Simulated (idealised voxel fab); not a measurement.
Herein follows the process module entitled voxel capacitor over wiring.
Section shown: cut. Width: 265 nm. Cell size: 5 nm, square.
Cross-sections here: square-cell grids, written as top-down lists of bands, a band being one or more rows of cells.
Quick guide to a band line: top height, bottom height (nm) up front; then every material left to right with its width in nm. Only one material and it's marked "edge to edge"? Then it fills the band edge to edge. And "blank" just means empty space.
Basically, 0 is our baseline, since under it the wafer straight out of the box is all one material. The bottom band has no lower end and keeps on going down, so it looks like "top 0, no bottom".
Width "30 to 40": first value at the band's top row of cells, second value at its bottom row, equal change from row to row.
A step reported as "nothing altered" is a step in which no cell of the cross-section changed.
Heads up: "Fully closed voids" only lists the empty pockets with no open path to the top that are 8 cells or more, and it writes them as width x height at distance, distance from the left edge, in nm.
after a step's settings: what the simulator itself notes on the step
On any step carrying a mask, the "overlay nm" setting, if present on the step's line, tells how far right of its planned place the mask lay; negative values point to the left.
Process steps (planned)
1,RECEIVE: material Si
2,CONFORMAL_DEP: material SiO2, thk nm 10
3,DIRECTIONAL_DEP: material TiN, thk nm 5
4,DIRECTIONAL_DEP: material W, thk nm 25
5,DIRECTIONAL_DEP: material aC, thk nm 10
6,PATTERN: tone cover, mask id METAL_1, material resist, width nm 20, pitch nm 80, thk nm 25, overlay nm 0
7,DIRECTIONAL_ETCH: etch materials aC, depth nm 10
8,STRIP: etch materials resist
9,DIRECTIONAL_ETCH: etch materials W, depth nm 25
10,DIRECTIONAL_ETCH: etch materials TiN, depth nm 5
11,STRIP: etch materials aC
12,CONFORMAL_DEP: material SiCN, thk nm 5
13,FILL_DEP: material SiO2, thk nm 10
14,CMP: height nm 40
15,CONFORMAL_DEP: material SiCN, thk nm 5
16,DIRECTIONAL_DEP: material SiO2, thk nm 20
17,PATTERN: tone open, mask id PLUG_1, material resist, width nm 15, thk nm 20, overlay nm 0
18,DIRECTIONAL_ETCH: etch materials SiO2, depth nm 20
19,DIRECTIONAL_ETCH: etch materials SiCN, depth nm 5
20,STRIP: etch materials resist
21,EPI: material Ru, thk nm 10
22,EPI: material Ru, thk nm 10
23,EPI: material Ru, thk nm 5
24,DIRECTIONAL_DEP: material TiN, thk nm 10
25,DIRECTIONAL_DEP: material Al2O3, thk nm 5
26,DIRECTIONAL_DEP: material TiN, thk nm 10
27,MASKED_ETCH: tone cover, mask id UPPER_PLATE, width nm 65, etch materials TiN, depth nm 10, overlay nm 0
28,MASKED_ETCH: tone cover, mask id UPPER_PLATE, width nm 65, etch materials Al2O3, depth nm 5, overlay nm 0
29,PATTERN: tone cover, mask id LOWER_PLATE, material resist, width nm 75, thk nm 20, overlay nm 0
30,DIRECTIONAL_ETCH: etch materials TiN, depth nm 10
31,STRIP: etch materials resist
32,FILL_DEP: material SiO2, thk nm 20
33,CMP: height nm 105
34,MASKED_ETCH: tone open, mask id PLUG_2, width nm 15, etch materials SiO2, depth nm 15, overlay nm 0
35,CONFORMAL_DEP: material TiN, thk nm 5
36,FILL_DEP: material Ru, thk nm 10
37,CMP: height nm 105
38,CONFORMAL_DEP: material SiN, thk nm 5
Incoming wafer, cross-sectional view, post step 1
- top 0, no bottom: Si edge to edge
- Fully closed voids: none
Cross-section taken at module completion on the first of two wafers; processed per the plan
- top 110, bottom 105: SiN edge to edge
- top 105, bottom 95: 95 nm SiO2, then 5 nm TiN, then 5 nm Ru, then 5 nm TiN, then 155 nm SiO2
- top 95, bottom 90: 95 nm SiO2, then 15 nm TiN, then 155 nm SiO2
- top 90, bottom 80: 85 nm SiO2, then 65 nm TiN, then 115 nm SiO2
- top 80, bottom 75: 85 nm SiO2, then 65 nm Al2O3, then 115 nm SiO2
- top 75, bottom 65: 80 nm SiO2, then 75 nm TiN, then 110 nm SiO2
- top 65, bottom 45: 85 nm SiO2, then 15 nm Ru, then 165 nm SiO2
- top 45, bottom 40: 85 nm SiCN, then 15 nm Ru, then 165 nm SiCN
- top 40, bottom 15: 75 nm SiO2, then 5 nm SiCN, then 20 nm W, then 5 nm SiCN, then 50 nm SiO2, then 5 nm SiCN, then 20 nm W, then 5 nm SiCN, then 80 nm SiO2
- top 15, bottom 10: 80 nm SiCN, then 20 nm TiN, then 60 nm SiCN, then 20 nm TiN, then 85 nm SiCN
- top 10, bottom 0: SiO2 edge to edge
- top 0, no bottom: Si edge to edge
- Fully closed voids: none
Cross-section, second wafer: same start as the first, same plan as the first, one mistake in running it; taken at the end of the module
- top 110, bottom 105: SiN edge to edge
- top 105, bottom 100: 95 nm SiO2, then 55 nm TiN, then 115 nm SiO2
- top 100, bottom 95: 95 nm SiO2, then 5 nm TiN, then 50 nm Al2O3, then 115 nm SiO2
- top 95, bottom 90: 80 nm SiO2, then 5 nm TiN, then 10 nm SiO2, then 60 nm TiN, then 110 nm SiO2
- top 90, bottom 80: 80 to 85 nm SiO2, then 75 to 15 nm TiN, then 110 to 165 nm SiO2
- top 80, bottom 75: 85 nm SiO2, then 15 nm Al2O3, then 165 nm SiO2
- top 75, bottom 65: 85 nm SiO2, then 15 nm TiN, then 165 nm SiO2
- top 65, bottom 45: SiO2 edge to edge
- top 45, bottom 40: SiCN edge to edge
- top 40, bottom 15: 75 nm SiO2, then 5 nm SiCN, then 20 nm W, then 5 nm SiCN, then 50 nm SiO2, then 5 nm SiCN, then 20 nm W, then 5 nm SiCN, then 80 nm SiO2
- top 15, bottom 10: 80 nm SiCN, then 20 nm TiN, then 60 nm SiCN, then 20 nm TiN, then 85 nm SiCN
- top 10, bottom 0: SiO2 edge to edge
- top 0, no bottom: Si edge to edge
- Fully closed voids: none
Want to know what went wrong? step 16 of the plan was carried out twice
Per the end-of-run cell counts, the second wafer holds more or fewer of some materials than the first: 17 fewer of Ru | 3 more of SiCN | 28 more of SiO2 | 14 fewer of TiN
